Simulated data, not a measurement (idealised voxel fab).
This section sets out a process module, namely voxel capacitor over wiring.
The cross-section shown here is cut; it is 200 nm wide and divided into square cells measuring 5 nm on a side.
The cross-sections in this document take the form of a grid made of square cells. They are written out as bands, in order from top to bottom. Each band consists of one or more rows of cells. Per band: top height and bottom height in nm, followed by the left-to-right materials and their widths in nm; "everywhere" marks a single material spanning edge to edge, "blank" marks empty space. Where do heights start? At 0: under that level the wafer as delivered is made of one material only. And the lowest band has no floor; it just carries on downward, as in "0 down". Graded width ("30 to 40"): value in top row of band = first number; value in bottom row = second number; row-to-row change constant. A step reported as "nothing changed" is a step in which no cell of the cross-section changed. "Closed void catalog" lists enclosed empty spaces (at least 8 cells, no open path upward to the top), each as width x height at distance from the left edge, in nm. Read whatever lies past the settings on a step's line as the simulator's own remark about the step. The optional step-line setting "overlay nm" applies to steps with a mask and quantifies how far to the right of its planned location the mask lay, a negative value indicating leftward placement.

PLANNED STEP LIST FOR THE PROCESS
1: RECEIVE with material Si
2: CONFORMAL_DEP with material SiO2, thk nm 15
3: DIRECTIONAL_DEP with material TiN, thk nm 5
4: DIRECTIONAL_DEP with material W, thk nm 25
5: MASKED_ETCH with tone cover, mask id METAL_1, width nm 20, pitch nm 90, etch materials W, depth nm 25, overlay nm 0
6: MASKED_ETCH with tone cover, mask id METAL_1, width nm 20, pitch nm 90, etch materials TiN, depth nm 5, overlay nm 0
7: FILL_DEP with material SiO2, thk nm 10
8: CMP with height nm 45
9: CONFORMAL_DEP with material SiCN, thk nm 5
10: DIRECTIONAL_DEP with material SiO2, thk nm 20
11: DIRECTIONAL_DEP with material aC, thk nm 10
12: PATTERN with tone open, mask id PLUG_1, material resist, width nm 15, thk nm 25, overlay nm 0
13: DIRECTIONAL_ETCH with etch materials aC, depth nm 10
14: STRIP with etch materials resist
15: DIRECTIONAL_ETCH with etch materials SiO2, depth nm 20
16: DIRECTIONAL_ETCH with etch materials SiCN, depth nm 5
17: STRIP with etch materials aC
18: CONFORMAL_DEP with material TiN, thk nm 5
19: FILL_DEP with material W, thk nm 5
20: CMP with height nm 70
21: DIRECTIONAL_DEP with material TiN, thk nm 10
22: DIRECTIONAL_DEP with material HfO2, thk nm 5
23: DIRECTIONAL_DEP with material TiN, thk nm 5
24: DIRECTIONAL_DEP with material aC, thk nm 15
25: PATTERN with tone cover, mask id UPPER_PLATE, material resist, width nm 75, thk nm 30, overlay nm 0
26: DIRECTIONAL_ETCH with etch materials aC, depth nm 15
27: STRIP with etch materials resist
28: DIRECTIONAL_ETCH with etch materials TiN, depth nm 5
29: DIRECTIONAL_ETCH with etch materials HfO2, depth nm 5
30: STRIP with etch materials aC
31: PATTERN with tone cover, mask id LOWER_PLATE, material resist, width nm 85, thk nm 20, overlay nm 0
32: DIRECTIONAL_ETCH with etch materials TiN, depth nm 10
33: STRIP with etch materials resist
34: FILL_DEP with material SiO2, thk nm 20
35: CMP with height nm 105
36: DIRECTIONAL_DEP with material aC, thk nm 15
37: PATTERN with tone open, mask id PLUG_2, material resist, width nm 15, thk nm 35, overlay nm 0
38: DIRECTIONAL_ETCH with etch materials aC, depth nm 15
39: STRIP with etch materials resist
40: DIRECTIONAL_ETCH with etch materials SiO2, depth nm 15
41: STRIP with etch materials aC
42: CONFORMAL_DEP with material TiN, thk nm 5
43: FILL_DEP with material Cu, thk nm 5
44: CMP with height nm 105
45: CONFORMAL_DEP with material SiN, thk nm 5

FIRST WAFER, AS PLANNED

WAFER AS RECEIVED: CROSS-SECTION FOLLOWING STEP 1
  0 down  Si everywhere
  Closed void catalog: none

CROSS-SECTION THROUGH THE WAFER, STEP 2 FINISHED
  15 to 0  SiO2 everywhere
  Note: structure below 0 unchanged.

CROSS-SECTION THROUGH THE WAFER, STEP 3 FINISHED
  20 to 15  TiN everywhere
  Note: structure below 15 unchanged.

CROSS-SECTION THROUGH THE WAFER, STEP 4 FINISHED
  45 to 20  W everywhere
  Note: structure below 20 unchanged.

CROSS-SECTION THROUGH THE WAFER, STEP 5 FINISHED
  45 to 20  45 nm blank, 20 nm W, 70 nm blank, 20 nm W, 45 nm blank
  Note: structure below 20 unchanged.

CROSS-SECTION THROUGH THE WAFER, STEP 6 FINISHED
  45 to 20  45 nm blank, 20 nm W, 70 nm blank, 20 nm W, 45 nm blank
  20 to 15  45 nm blank, 20 nm TiN, 70 nm blank, 20 nm TiN, 45 nm blank
  Note: structure below 15 unchanged.

CROSS-SECTION THROUGH THE WAFER, STEP 7 FINISHED
  55 to 45  SiO2 everywhere
  45 to 20  45 nm SiO2, 20 nm W, 70 nm SiO2, 20 nm W, 45 nm SiO2
  20 to 15  45 nm SiO2, 20 nm TiN, 70 nm SiO2, 20 nm TiN, 45 nm SiO2
  Note: structure below 15 unchanged.

CROSS-SECTION THROUGH THE WAFER, STEP 8 FINISHED
  45 to 20  45 nm SiO2, 20 nm W, 70 nm SiO2, 20 nm W, 45 nm SiO2
  Note: structure below 20 unchanged.

CROSS-SECTION THROUGH THE WAFER, STEP 9 FINISHED
  50 to 45  SiCN everywhere
  Note: structure below 45 unchanged.

CROSS-SECTION THROUGH THE WAFER, STEP 10 FINISHED
  70 to 50  SiO2 everywhere
  Note: structure below 50 unchanged.

CROSS-SECTION THROUGH THE WAFER, STEP 11 FINISHED
  80 to 70  aC everywhere
  Note: structure below 70 unchanged.

CROSS-SECTION THROUGH THE WAFER, STEP 12 FINISHED
  105 to 80  50 nm resist, 15 nm blank, 135 nm resist
  Note: structure below 80 unchanged.

CROSS-SECTION THROUGH THE WAFER, STEP 13 FINISHED
  95 to 80  50 nm resist, 15 nm blank, 135 nm resist
  80 to 70  50 nm aC, 15 nm blank, 135 nm aC
  Note: structure below 70 unchanged.

CROSS-SECTION THROUGH THE WAFER, STEP 14 FINISHED
  80 to 70  50 nm aC, 15 nm blank, 135 nm aC
  Note: structure below 70 unchanged.

CROSS-SECTION THROUGH THE WAFER, STEP 15 FINISHED
  80 to 70  50 nm aC, 15 nm blank, 135 nm aC
  70 to 50  50 nm SiO2, 15 nm blank, 135 nm SiO2
  Note: structure below 50 unchanged.

CROSS-SECTION THROUGH THE WAFER, STEP 16 FINISHED
  80 to 70  50 nm aC, 15 nm blank, 135 nm aC
  70 to 50  50 nm SiO2, 15 nm blank, 135 nm SiO2
  50 to 45  50 nm SiCN, 15 nm blank, 135 nm SiCN
  Note: structure below 45 unchanged.

CROSS-SECTION THROUGH THE WAFER, STEP 17 FINISHED
  70 to 50  50 nm SiO2, 15 nm blank, 135 nm SiO2
  Note: structure below 50 unchanged.

CROSS-SECTION THROUGH THE WAFER, STEP 18 FINISHED
  75 to 70  55 nm TiN, 5 nm blank, 140 nm TiN
  70 to 50  50 nm SiO2, 5 nm TiN, 5 nm blank, 5 nm TiN, 135 nm SiO2
  50 to 45  50 nm SiCN, 15 nm TiN, 135 nm SiCN
  Note: structure below 45 unchanged.

CROSS-SECTION THROUGH THE WAFER, STEP 19 FINISHED
  80 to 75  W everywhere
  75 to 70  55 nm TiN, 5 nm W, 140 nm TiN
  70 to 50  50 nm SiO2, 5 nm TiN, 5 nm W, 5 nm TiN, 135 nm SiO2
  Note: structure below 50 unchanged.

CROSS-SECTION THROUGH THE WAFER, STEP 20 FINISHED
  70 to 50  50 nm SiO2, 5 nm TiN, 5 nm W, 5 nm TiN, 135 nm SiO2
  Note: structure below 50 unchanged.

CROSS-SECTION THROUGH THE WAFER, STEP 21 FINISHED
  80 to 70  TiN everywhere
  Note: structure below 70 unchanged.

CROSS-SECTION THROUGH THE WAFER, STEP 22 FINISHED
  85 to 80  HfO2 everywhere
  Note: structure below 80 unchanged.

CROSS-SECTION THROUGH THE WAFER, STEP 23 FINISHED
  90 to 85  TiN everywhere
  Note: structure below 85 unchanged.

CROSS-SECTION THROUGH THE WAFER, STEP 24 FINISHED
  105 to 90  aC everywhere
  Note: structure below 90 unchanged.

CROSS-SECTION THROUGH THE WAFER, STEP 25 FINISHED
  135 to 105  50 nm blank, 75 nm resist, 75 nm blank
  Note: structure below 105 unchanged.

CROSS-SECTION THROUGH THE WAFER, STEP 26 FINISHED
  120 to 105  50 nm blank, 75 nm resist, 75 nm blank
  105 to 90  50 nm blank, 75 nm aC, 75 nm blank
  Note: structure below 90 unchanged.

CROSS-SECTION THROUGH THE WAFER, STEP 27 FINISHED
  105 to 90  50 nm blank, 75 nm aC, 75 nm blank
  Note: structure below 90 unchanged.

CROSS-SECTION THROUGH THE WAFER, STEP 28 FINISHED
  105 to 90  50 nm blank, 75 nm aC, 75 nm blank
  90 to 85  50 nm blank, 75 nm TiN, 75 nm blank
  Note: structure below 85 unchanged.

CROSS-SECTION THROUGH THE WAFER, STEP 29 FINISHED
  105 to 90  50 nm blank, 75 nm aC, 75 nm blank
  90 to 85  50 nm blank, 75 nm TiN, 75 nm blank
  85 to 80  50 nm blank, 75 nm HfO2, 75 nm blank
  Note: structure below 80 unchanged.

CROSS-SECTION THROUGH THE WAFER, STEP 30 FINISHED
  90 to 85  50 nm blank, 75 nm TiN, 75 nm blank
  Note: structure below 85 unchanged.

CROSS-SECTION THROUGH THE WAFER, STEP 31 FINISHED
  110 to 90  45 nm blank, 85 nm resist, 70 nm blank
  90 to 85  45 nm blank, 5 nm resist, 75 nm TiN, 5 nm resist, 70 nm blank
  85 to 80  45 nm blank, 5 nm resist, 75 nm HfO2, 5 nm resist, 70 nm blank
  Note: structure below 80 unchanged.

CROSS-SECTION THROUGH THE WAFER, STEP 32 FINISHED
  110 to 90  45 nm blank, 85 nm resist, 70 nm blank
  90 to 85  45 nm blank, 5 nm resist, 75 nm TiN, 5 nm resist, 70 nm blank
  85 to 80  45 nm blank, 5 nm resist, 75 nm HfO2, 5 nm resist, 70 nm blank
  80 to 70  45 nm blank, 85 nm TiN, 70 nm blank
  Note: structure below 70 unchanged.

CROSS-SECTION THROUGH THE WAFER, STEP 33 FINISHED
  90 to 85  50 nm blank, 75 nm TiN, 75 nm blank
  85 to 80  50 nm blank, 75 nm HfO2, 75 nm blank
  Note: structure below 80 unchanged.

CROSS-SECTION THROUGH THE WAFER, STEP 34 FINISHED
  110 to 90  SiO2 everywhere
  90 to 85  50 nm SiO2, 75 nm TiN, 75 nm SiO2
  85 to 80  50 nm SiO2, 75 nm HfO2, 75 nm SiO2
  80 to 70  45 nm SiO2, 85 nm TiN, 70 nm SiO2
  Note: structure below 70 unchanged.

CROSS-SECTION THROUGH THE WAFER, STEP 35 FINISHED
  105 to 90  SiO2 everywhere
  Note: structure below 90 unchanged.

CROSS-SECTION THROUGH THE WAFER, STEP 36 FINISHED
  120 to 105  aC everywhere
  Note: structure below 105 unchanged.

CROSS-SECTION THROUGH THE WAFER, STEP 37 FINISHED
  155 to 120  60 nm resist, 15 nm blank, 125 nm resist
  Note: structure below 120 unchanged.

CROSS-SECTION THROUGH THE WAFER, STEP 38 FINISHED
  140 to 120  60 nm resist, 15 nm blank, 125 nm resist
  120 to 105  60 nm aC, 15 nm blank, 125 nm aC
  Note: structure below 105 unchanged.

CROSS-SECTION THROUGH THE WAFER, STEP 39 FINISHED
  120 to 105  60 nm aC, 15 nm blank, 125 nm aC
  Note: structure below 105 unchanged.

CROSS-SECTION THROUGH THE WAFER, STEP 40 FINISHED
  120 to 105  60 nm aC, 15 nm blank, 125 nm aC
  105 to 90  60 nm SiO2, 15 nm blank, 125 nm SiO2
  Note: structure below 90 unchanged.

CROSS-SECTION THROUGH THE WAFER, STEP 41 FINISHED
  105 to 90  60 nm SiO2, 15 nm blank, 125 nm SiO2
  Note: structure below 90 unchanged.

CROSS-SECTION THROUGH THE WAFER, STEP 42 FINISHED
  110 to 105  65 nm TiN, 5 nm blank, 130 nm TiN
  105 to 95  60 nm SiO2, 5 nm TiN, 5 nm blank, 5 nm TiN, 125 nm SiO2
  95 to 85  60 to 50 nm SiO2, 15 to 75 nm TiN, 125 to 75 nm SiO2
  Note: structure below 85 unchanged.

CROSS-SECTION THROUGH THE WAFER, STEP 43 FINISHED
  115 to 110  Cu everywhere
  110 to 105  65 nm TiN, 5 nm Cu, 130 nm TiN
  105 to 95  60 nm SiO2, 5 nm TiN, 5 nm Cu, 5 nm TiN, 125 nm SiO2
  Note: structure below 95 unchanged.

CROSS-SECTION THROUGH THE WAFER, STEP 44 FINISHED
  105 to 95  60 nm SiO2, 5 nm TiN, 5 nm Cu, 5 nm TiN, 125 nm SiO2
  Note: structure below 95 unchanged.

CROSS-SECTION THROUGH THE WAFER, STEP 45 FINISHED
  110 to 105  SiN everywhere
  Note: structure below 105 unchanged.

REGARDING THE SECOND OF THE TWO WAFERS: IT SHARED THE FIRST WAFER'S STARTING CONDITION AND PROCESS PLAN, YET ONE ERROR OCCURRED DURING ITS EXECUTION. ITS HISTORY COINCIDES WITH THAT OF THE FIRST WAFER UP TO AND INCLUDING STEP 1

CROSS-SECTIONAL VIEW OF THE SECOND WAFER AT THE INTENDED END TIME OF PROCESS STEP 2
  30 to 0  SiO2 everywhere
  Note: structure below 0 unchanged.

CROSS-SECTIONAL VIEW OF THE SECOND WAFER AT THE INTENDED END TIME OF PROCESS STEP 3
  35 to 30  TiN everywhere
  Note: structure below 30 unchanged.

CROSS-SECTIONAL VIEW OF THE SECOND WAFER AT THE INTENDED END TIME OF PROCESS STEP 4
  60 to 35  W everywhere
  Note: structure below 35 unchanged.

CROSS-SECTIONAL VIEW OF THE SECOND WAFER AT THE INTENDED END TIME OF PROCESS STEP 5
  60 to 35  45 nm blank, 20 nm W, 70 nm blank, 20 nm W, 45 nm blank
  Note: structure below 35 unchanged.

CROSS-SECTIONAL VIEW OF THE SECOND WAFER AT THE INTENDED END TIME OF PROCESS STEP 6
  60 to 35  45 nm blank, 20 nm W, 70 nm blank, 20 nm W, 45 nm blank
  35 to 30  45 nm blank, 20 nm TiN, 70 nm blank, 20 nm TiN, 45 nm blank
  Note: structure below 30 unchanged.

CROSS-SECTIONAL VIEW OF THE SECOND WAFER AT THE INTENDED END TIME OF PROCESS STEP 7
  70 to 60  SiO2 everywhere
  60 to 35  45 nm SiO2, 20 nm W, 70 nm SiO2, 20 nm W, 45 nm SiO2
  35 to 30  45 nm SiO2, 20 nm TiN, 70 nm SiO2, 20 nm TiN, 45 nm SiO2
  Note: structure below 30 unchanged.

CROSS-SECTIONAL VIEW OF THE SECOND WAFER AT THE INTENDED END TIME OF PROCESS STEP 8
  45 to 35  45 nm SiO2, 20 nm W, 70 nm SiO2, 20 nm W, 45 nm SiO2
  Note: structure below 35 unchanged.

CROSS-SECTIONAL VIEW OF THE SECOND WAFER AT THE INTENDED END TIME OF PROCESS STEP 9
  50 to 45  SiCN everywhere
  Note: structure below 45 unchanged.

CROSS-SECTIONAL VIEW OF THE SECOND WAFER AT THE INTENDED END TIME OF PROCESS STEP 10
  70 to 50  SiO2 everywhere
  Note: structure below 50 unchanged.

CROSS-SECTIONAL VIEW OF THE SECOND WAFER AT THE INTENDED END TIME OF PROCESS STEP 11
  80 to 70  aC everywhere
  Note: structure below 70 unchanged.

CROSS-SECTIONAL VIEW OF THE SECOND WAFER AT THE INTENDED END TIME OF PROCESS STEP 12
  105 to 80  50 nm resist, 15 nm blank, 135 nm resist
  Note: structure below 80 unchanged.

CROSS-SECTIONAL VIEW OF THE SECOND WAFER AT THE INTENDED END TIME OF PROCESS STEP 13
  95 to 80  50 nm resist, 15 nm blank, 135 nm resist
  80 to 70  50 nm aC, 15 nm blank, 135 nm aC
  Note: structure below 70 unchanged.

CROSS-SECTIONAL VIEW OF THE SECOND WAFER AT THE INTENDED END TIME OF PROCESS STEP 14
  80 to 70  50 nm aC, 15 nm blank, 135 nm aC
  Note: structure below 70 unchanged.

CROSS-SECTIONAL VIEW OF THE SECOND WAFER AT THE INTENDED END TIME OF PROCESS STEP 15
  80 to 70  50 nm aC, 15 nm blank, 135 nm aC
  70 to 50  50 nm SiO2, 15 nm blank, 135 nm SiO2
  Note: structure below 50 unchanged.

CROSS-SECTIONAL VIEW OF THE SECOND WAFER AT THE INTENDED END TIME OF PROCESS STEP 16
  80 to 70  50 nm aC, 15 nm blank, 135 nm aC
  70 to 50  50 nm SiO2, 15 nm blank, 135 nm SiO2
  50 to 45  50 nm SiCN, 15 nm blank, 135 nm SiCN
  Note: structure below 45 unchanged.

CROSS-SECTIONAL VIEW OF THE SECOND WAFER AT THE INTENDED END TIME OF PROCESS STEP 17
  70 to 50  50 nm SiO2, 15 nm blank, 135 nm SiO2
  Note: structure below 50 unchanged.

CROSS-SECTIONAL VIEW OF THE SECOND WAFER AT THE INTENDED END TIME OF PROCESS STEP 18
  75 to 70  55 nm TiN, 5 nm blank, 140 nm TiN
  70 to 50  50 nm SiO2, 5 nm TiN, 5 nm blank, 5 nm TiN, 135 nm SiO2
  50 to 45  50 nm SiCN, 15 nm TiN, 135 nm SiCN
  Note: structure below 45 unchanged.

CROSS-SECTIONAL VIEW OF THE SECOND WAFER AT THE INTENDED END TIME OF PROCESS STEP 19
  80 to 75  W everywhere
  75 to 70  55 nm TiN, 5 nm W, 140 nm TiN
  70 to 50  50 nm SiO2, 5 nm TiN, 5 nm W, 5 nm TiN, 135 nm SiO2
  Note: structure below 50 unchanged.

CROSS-SECTIONAL VIEW OF THE SECOND WAFER AT THE INTENDED END TIME OF PROCESS STEP 20
  70 to 50  50 nm SiO2, 5 nm TiN, 5 nm W, 5 nm TiN, 135 nm SiO2
  Note: structure below 50 unchanged.

CROSS-SECTIONAL VIEW OF THE SECOND WAFER AT THE INTENDED END TIME OF PROCESS STEP 21
  80 to 70  TiN everywhere
  Note: structure below 70 unchanged.

CROSS-SECTIONAL VIEW OF THE SECOND WAFER AT THE INTENDED END TIME OF PROCESS STEP 22
  85 to 80  HfO2 everywhere
  Note: structure below 80 unchanged.

CROSS-SECTIONAL VIEW OF THE SECOND WAFER AT THE INTENDED END TIME OF PROCESS STEP 23
  90 to 85  TiN everywhere
  Note: structure below 85 unchanged.

CROSS-SECTIONAL VIEW OF THE SECOND WAFER AT THE INTENDED END TIME OF PROCESS STEP 24
  105 to 90  aC everywhere
  Note: structure below 90 unchanged.

CROSS-SECTIONAL VIEW OF THE SECOND WAFER AT THE INTENDED END TIME OF PROCESS STEP 25
  135 to 105  50 nm blank, 75 nm resist, 75 nm blank
  Note: structure below 105 unchanged.

CROSS-SECTIONAL VIEW OF THE SECOND WAFER AT THE INTENDED END TIME OF PROCESS STEP 26
  120 to 105  50 nm blank, 75 nm resist, 75 nm blank
  105 to 90  50 nm blank, 75 nm aC, 75 nm blank
  Note: structure below 90 unchanged.

CROSS-SECTIONAL VIEW OF THE SECOND WAFER AT THE INTENDED END TIME OF PROCESS STEP 27
  105 to 90  50 nm blank, 75 nm aC, 75 nm blank
  Note: structure below 90 unchanged.

CROSS-SECTIONAL VIEW OF THE SECOND WAFER AT THE INTENDED END TIME OF PROCESS STEP 28
  105 to 90  50 nm blank, 75 nm aC, 75 nm blank
  90 to 85  50 nm blank, 75 nm TiN, 75 nm blank
  Note: structure below 85 unchanged.

CROSS-SECTIONAL VIEW OF THE SECOND WAFER AT THE INTENDED END TIME OF PROCESS STEP 29
  105 to 90  50 nm blank, 75 nm aC, 75 nm blank
  90 to 85  50 nm blank, 75 nm TiN, 75 nm blank
  85 to 80  50 nm blank, 75 nm HfO2, 75 nm blank
  Note: structure below 80 unchanged.

CROSS-SECTIONAL VIEW OF THE SECOND WAFER AT THE INTENDED END TIME OF PROCESS STEP 30
  90 to 85  50 nm blank, 75 nm TiN, 75 nm blank
  Note: structure below 85 unchanged.

CROSS-SECTIONAL VIEW OF THE SECOND WAFER AT THE INTENDED END TIME OF PROCESS STEP 31
  110 to 90  45 nm blank, 85 nm resist, 70 nm blank
  90 to 85  45 nm blank, 5 nm resist, 75 nm TiN, 5 nm resist, 70 nm blank
  85 to 80  45 nm blank, 5 nm resist, 75 nm HfO2, 5 nm resist, 70 nm blank
  Note: structure below 80 unchanged.

CROSS-SECTIONAL VIEW OF THE SECOND WAFER AT THE INTENDED END TIME OF PROCESS STEP 32
  110 to 90  45 nm blank, 85 nm resist, 70 nm blank
  90 to 85  45 nm blank, 5 nm resist, 75 nm TiN, 5 nm resist, 70 nm blank
  85 to 80  45 nm blank, 5 nm resist, 75 nm HfO2, 5 nm resist, 70 nm blank
  80 to 70  45 nm blank, 85 nm TiN, 70 nm blank
  Note: structure below 70 unchanged.

CROSS-SECTIONAL VIEW OF THE SECOND WAFER AT THE INTENDED END TIME OF PROCESS STEP 33
  90 to 85  50 nm blank, 75 nm TiN, 75 nm blank
  85 to 80  50 nm blank, 75 nm HfO2, 75 nm blank
  Note: structure below 80 unchanged.

CROSS-SECTIONAL VIEW OF THE SECOND WAFER AT THE INTENDED END TIME OF PROCESS STEP 34
  110 to 90  SiO2 everywhere
  90 to 85  50 nm SiO2, 75 nm TiN, 75 nm SiO2
  85 to 80  50 nm SiO2, 75 nm HfO2, 75 nm SiO2
  80 to 70  45 nm SiO2, 85 nm TiN, 70 nm SiO2
  Note: structure below 70 unchanged.

CROSS-SECTIONAL VIEW OF THE SECOND WAFER AT THE INTENDED END TIME OF PROCESS STEP 35
  105 to 90  SiO2 everywhere
  Note: structure below 90 unchanged.

CROSS-SECTIONAL VIEW OF THE SECOND WAFER AT THE INTENDED END TIME OF PROCESS STEP 36
  120 to 105  aC everywhere
  Note: structure below 105 unchanged.

CROSS-SECTIONAL VIEW OF THE SECOND WAFER AT THE INTENDED END TIME OF PROCESS STEP 37
  155 to 120  60 nm resist, 15 nm blank, 125 nm resist
  Note: structure below 120 unchanged.

CROSS-SECTIONAL VIEW OF THE SECOND WAFER AT THE INTENDED END TIME OF PROCESS STEP 38
  140 to 120  60 nm resist, 15 nm blank, 125 nm resist
  120 to 105  60 nm aC, 15 nm blank, 125 nm aC
  Note: structure below 105 unchanged.

CROSS-SECTIONAL VIEW OF THE SECOND WAFER AT THE INTENDED END TIME OF PROCESS STEP 39
  120 to 105  60 nm aC, 15 nm blank, 125 nm aC
  Note: structure below 105 unchanged.

CROSS-SECTIONAL VIEW OF THE SECOND WAFER AT THE INTENDED END TIME OF PROCESS STEP 40
  120 to 105  60 nm aC, 15 nm blank, 125 nm aC
  105 to 90  60 nm SiO2, 15 nm blank, 125 nm SiO2
  Note: structure below 90 unchanged.

CROSS-SECTIONAL VIEW OF THE SECOND WAFER AT THE INTENDED END TIME OF PROCESS STEP 41
  105 to 90  60 nm SiO2, 15 nm blank, 125 nm SiO2
  Note: structure below 90 unchanged.

CROSS-SECTIONAL VIEW OF THE SECOND WAFER AT THE INTENDED END TIME OF PROCESS STEP 42
  110 to 105  65 nm TiN, 5 nm blank, 130 nm TiN
  105 to 95  60 nm SiO2, 5 nm TiN, 5 nm blank, 5 nm TiN, 125 nm SiO2
  95 to 85  60 to 50 nm SiO2, 15 to 75 nm TiN, 125 to 75 nm SiO2
  Note: structure below 85 unchanged.

CROSS-SECTIONAL VIEW OF THE SECOND WAFER AT THE INTENDED END TIME OF PROCESS STEP 43
  115 to 110  Cu everywhere
  110 to 105  65 nm TiN, 5 nm Cu, 130 nm TiN
  105 to 95  60 nm SiO2, 5 nm TiN, 5 nm Cu, 5 nm TiN, 125 nm SiO2
  Note: structure below 95 unchanged.

CROSS-SECTIONAL VIEW OF THE SECOND WAFER AT THE INTENDED END TIME OF PROCESS STEP 44
  105 to 95  60 nm SiO2, 5 nm TiN, 5 nm Cu, 5 nm TiN, 125 nm SiO2
  Note: structure below 95 unchanged.

CROSS-SECTIONAL VIEW OF THE SECOND WAFER AT THE INTENDED END TIME OF PROCESS STEP 45
  110 to 105  SiN everywhere
  Note: structure below 105 unchanged.
what went wrong: regarding the plan, step 2 was run twice
It is noted that, at the conclusion of processing, the second wafer exhibits a higher or lower cell count for certain materials relative to the first: +24 SiO2; -24 W
